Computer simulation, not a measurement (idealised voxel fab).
Title: Process Module voxel local oxidation
Shown is cross-section cut, with a width of 185 nm and square cells of size 5 nm.
Just so we're on the same page, the cross-sections are grids of square cells, and they're listed out in bands top to bottom, each band one or more rows deep. Quick guide to a band line: top height, bottom height (nm) up front; then every material left to right with its width in nm. Only one material and it's marked "everywhere"? Then it fills the band edge to edge. And "blank" just means empty space. Height is counted from the level 0, under which the received wafer is composed throughout of one material. The lowest of the bands is not closed at the bottom but continues downward, in the notation "0 nm and below". The notation "30 to 40" denotes a width that varies across the rows of cells in the band, beginning at the first number in the top row, finishing at the second number in the bottom row, and changing by an identical amount from each row to the next. For the purposes of this document, the phrase "nothing different" attached to a step denotes that no cell within the cross-section was modified by that step. Listed in "Closed cavities": every empty space of 8 or more cells without an open way to the top. Form: width x height at distance, the distance being from the left edge, all in nm. Formally, on a step line, whatever follows the settings is a remark that the simulator itself makes on the step. "overlay nm" denotes, for a step that has a mask, the displacement of the mask to the right of its planned place, with negative values corresponding to the left.
### So here's the lineup of process steps we planned
- 1: op RECEIVE | material Si
- 2: op CONFORMAL_DEP | material SiO2 | thk nm 5
- 3: op CONFORMAL_DEP | material SiN | thk nm 10
- 4: op MASKED_ETCH | tone cover | mask id ACTIVE | width nm 90 | etch materials SiN | depth nm 10 | overlay nm 0
- 5: op SELECTIVE_ETCH | etch materials SiO2 | depth nm 5
- 6: op OXIDIZE | depth nm 10
- 7: op STRIP | etch materials SiN
### Incoming wafer, cross-sectional view, post step 1
	0 nm and below | Si everywhere
	Closed cavities: none
### Final wafer profile in cross-section after the module, from the same start and plan as above, with one mistake made during processing
	5 nm to 0 nm | 60 blank / 80 SiO2 / 45 blank
	0 nm to -10 nm | 70 SiO2 / 60 Si / 55 SiO2
	-10 nm and below | Si everywhere
	Closed cavities: none
Against the plan, the run slipped here: step 4 did not use the planned setting and instead ran as op MASKED_ETCH | tone cover | mask id ACTIVE | width nm 90 | etch materials SiN | depth nm 10 | overlay nm 10
